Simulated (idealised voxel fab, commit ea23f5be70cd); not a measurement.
Process module in this document: voxel ribs on slabs
Displayed cross-section: cut, width of 175 nm, square cells sized 5 nm.
Format of a cross-section: grid, square cells. Given as bands. Order: top down. Band: one or more rows of cells.
Top height, bottom height, nm. Materials left to right, width each, nm. Single material + "everywhere" = fills band edge to edge. "blank" = empty.
Note: height 0 marks the level under which the wafer is uniformly one material as received. Lowest band unbounded below, written "from 0 down".
So if you see something like "30..40" for the width, read it as the top row of the band sitting at the first number and the bottom row at the second, with every row in between moving by the same amount as the last.
Step marked "nothing got changed"? Then no cell in the cross-section changed in it.
"Trapped cavities" enumerates empty spaces isolated from the top, with no open way to it, that contain at least 8 cells, giving each as width x height at distance from the left edge, all three in nm.
Post-settings text on a step line: simulator's own remark regarding the step.
overlay nm: mask right of planned place by this much (step with mask). Neg. = left.
-- Steps in the process plan
step 1: RECEIVE | material Si
step 2: DIRECTIONAL_DEP | material SiO2 | thk nm 25
step 3: DIRECTIONAL_DEP | material SiN | thk nm 25
step 4: DIRECTIONAL_DEP | material aC | thk nm 10
step 5: PATTERN | tone cover | mask id RIB | material resist | width nm 25 | thk nm 25 | overlay nm 0
step 6: DIRECTIONAL_ETCH | etch materials aC | depth nm 10
step 7: STRIP | etch materials resist
step 8: DIRECTIONAL_ETCH | etch materials SiN | depth nm 20
step 9: STRIP | etch materials aC
step 10: PATTERN | tone cover | mask id SLAB | material resist | width nm 65 | thk nm 20 | overlay nm 0
step 11: DIRECTIONAL_ETCH | etch materials SiN | depth nm 5
step 12: STRIP | etch materials resist
step 13: FILL_DEP | material SiO2 | thk nm 25
step 14: CMP | height nm 65
step 15: DIRECTIONAL_DEP | material TiN | thk nm 5
step 16: PATTERN | tone cover | mask id HEATER | material resist | width nm 35 | thk nm 15 | overlay nm 0
step 17: DIRECTIONAL_ETCH | etch materials TiN | depth nm 5
step 18: STRIP | etch materials resist
step 19: CONFORMAL_DEP | material SiN | thk nm 5
-- Incoming wafer in cross-section (state: after step 1)
> from 0 down: Si everywhere
> Trapped cavities: none
-- Result of the module, cross-sectioned: start per above, plan per above, one error in how it was run
> from 70 to 65: blank 70, then TiN 35, then blank 70
> from 65 to 50: SiO2 everywhere
> from 50 to 30: SiO2 75, then SiN 25, then SiO2 75
> from 30 to 25: SiO2 55, then SiN 65, then SiO2 55
> from 25 to 0: SiO2 everywhere
> from 0 down: Si everywhere
> Trapped cavities: none
What broke from the plan during processing? no execution of plan step 19; skipped
